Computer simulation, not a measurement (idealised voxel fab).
process module | voxel ribs on slabs
cross-section cut | 145 nm wide | cells 5 nm
A cross-section is a grid of square cells, given in bands from the top down. A band is one or more rows of cells.
Each band's line starts with the height of the band's top and of its bottom, in nm. Then come its materials from left to right, each with its width in nm. One material with "throughout" fills the band from edge to edge. "air" is empty space.
Height 0 is the level under which the wafer as received is all one material. The lowest band goes on downwards, as in "0 down".
A width such as "30 to 40" changes by the same amount from each row of cells to the next, from the band's top row to its bottom row.
"no change" after a step means that no cell of the cross-section changed.
closed voids: empty space of 8 cells or more with no open way to the top, each as width x height at its distance from the left edge, in nm
after a step's settings: what the simulator itself notes on the step
overlay nm, on a step with a mask: how far to the right of its planned place the mask lay; to the left if negative
plan
1 op RECEIVE | material Si
2 op DIRECTIONAL_DEP | material SiO2 | thk nm 25
3 op DIRECTIONAL_DEP | material polySi | thk nm 15
4 op DIRECTIONAL_DEP | material aC | thk nm 15
5 op PATTERN | tone cover | mask id RIB | material resist | width nm 25 | thk nm 35 | overlay nm 0
6 op DIRECTIONAL_ETCH | etch materials aC | depth nm 15
7 op STRIP | etch materials resist
8 op DIRECTIONAL_ETCH | etch materials polySi | depth nm 10
9 op STRIP | etch materials aC
10 op DIRECTIONAL_DEP | material aC | thk nm 10
11 op PATTERN | tone cover | mask id SLAB | material resist | width nm 85 | thk nm 25 | overlay nm 0
12 op DIRECTIONAL_ETCH | etch materials aC | depth nm 10
13 op STRIP | etch materials resist
14 op DIRECTIONAL_ETCH | etch materials polySi | depth nm 5
15 op STRIP | etch materials aC
16 op FILL_DEP | material SiO2 | thk nm 20
17 op CMP | height nm 50
18 op DIRECTIONAL_DEP | material W | thk nm 10
19 op PATTERN | tone cover | mask id HEATER | material resist | width nm 35 | thk nm 15 | overlay nm 0
20 op DIRECTIONAL_ETCH | etch materials W | depth nm 10
21 op STRIP | etch materials resist
22 op CONFORMAL_DEP | material SiN | thk nm 10
first wafer, as planned
as received, after step 1
  0 down: Si throughout
  closed voids: none
after step 2
  25 to 0: SiO2 throughout
  below 0: unchanged
after step 3
  40 to 25: polySi throughout
  below 25: unchanged
after step 4
  55 to 40: aC throughout
  below 40: unchanged
after step 5
  90 to 55: air 60 | resist 25 | air 60
  below 55: unchanged
after step 6
  75 to 55: air 60 | resist 25 | air 60
  55 to 40: air 60 | aC 25 | air 60
  below 40: unchanged
after step 7
  55 to 40: air 60 | aC 25 | air 60
  below 40: unchanged
after step 8
  55 to 40: air 60 | aC 25 | air 60
  40 to 30: air 60 | polySi 25 | air 60
  below 30: unchanged
after step 9
  40 to 30: air 60 | polySi 25 | air 60
  below 30: unchanged
after step 10
  50 to 40: air 60 | aC 25 | air 60
  40 to 30: aC 60 | polySi 25 | aC 60
  below 30: unchanged
after step 11
  75 to 50: air 30 | resist 85 | air 30
  50 to 40: air 30 | resist 30 | aC 25 | resist 30 | air 30
  below 40: unchanged
after step 12
  65 to 50: air 30 | resist 85 | air 30
  50 to 40: air 30 | resist 30 | aC 25 | resist 30 | air 30
  40 to 30: air 30 | aC 30 | polySi 25 | aC 30 | air 30
  below 30: unchanged
after step 13
  50 to 40: air 60 | aC 25 | air 60
  below 40: unchanged
after step 14
  50 to 40: air 60 | aC 25 | air 60
  40 to 30: air 30 | aC 30 | polySi 25 | aC 30 | air 30
  30 to 25: air 30 | polySi 85 | air 30
  below 25: unchanged
after step 15
  40 to 30: air 60 | polySi 25 | air 60
  below 30: unchanged
after step 16
  60 to 40: SiO2 throughout
  40 to 30: SiO2 60 | polySi 25 | SiO2 60
  30 to 25: SiO2 30 | polySi 85 | SiO2 30
  below 25: unchanged
after step 17
  50 to 40: SiO2 throughout
  below 40: unchanged
after step 18
  60 to 50: W throughout
  below 50: unchanged
after step 19
  75 to 60: air 55 | resist 35 | air 55
  below 60: unchanged
after step 20
  75 to 60: air 55 | resist 35 | air 55
  60 to 50: air 55 | W 35 | air 55
  below 50: unchanged
after step 21
  60 to 50: air 55 | W 35 | air 55
  below 50: unchanged
after step 22
  70 to 60: air 45 | SiN 55 | air 45
  60 to 50: SiN 55 | W 35 | SiN 55
  below 50: unchanged
second wafer: like start, like plan, one mistake. Through step 1 it matches the first wafer
when step 2 should have ended
  15 to 0: polySi throughout
  below 0: unchanged
when step 3 should have ended
  40 to 15: SiO2 throughout
  below 15: unchanged
when step 4 should have ended
  55 to 40: aC throughout
  below 40: unchanged
when step 5 should have ended
  90 to 55: air 60 | resist 25 | air 60
  below 55: unchanged
when step 6 should have ended
  75 to 55: air 60 | resist 25 | air 60
  55 to 40: air 60 | aC 25 | air 60
  below 40: unchanged
when step 7 should have ended
  55 to 40: air 60 | aC 25 | air 60
  below 40: unchanged
when step 8 should have ended: no change
when step 9 should have ended
  40 to 15: SiO2 throughout
  below 15: unchanged
when step 10 should have ended
  50 to 40: aC throughout
  below 40: unchanged
when step 11 should have ended
  75 to 50: air 30 | resist 85 | air 30
  below 50: unchanged
when step 12 should have ended
  65 to 50: air 30 | resist 85 | air 30
  50 to 40: air 30 | aC 85 | air 30
  below 40: unchanged
when step 13 should have ended
  50 to 40: air 30 | aC 85 | air 30
  below 40: unchanged
when step 14 should have ended: no change
when step 15 should have ended
  40 to 15: SiO2 throughout
  below 15: unchanged
when step 16 should have ended
  60 to 15: SiO2 throughout
  below 15: unchanged
when step 17 should have ended
  50 to 15: SiO2 throughout
  below 15: unchanged
when step 18 should have ended
  60 to 50: W throughout
  below 50: unchanged
when step 19 should have ended
  75 to 60: air 55 | resist 35 | air 55
  below 60: unchanged
when step 20 should have ended
  75 to 60: air 55 | resist 35 | air 55
  60 to 50: air 55 | W 35 | air 55
  below 50: unchanged
when step 21 should have ended
  60 to 50: air 55 | W 35 | air 55
  below 50: unchanged
when step 22 should have ended
  70 to 60: air 45 | SiN 55 | air 45
  60 to 50: SiN 55 | W 35 | SiN 55
  below 50: unchanged
what went wrong: steps 2 and 3 were swapped
at the end the second wafer has, in cells: 60 fewer of SiO2 | 60 more of polySi
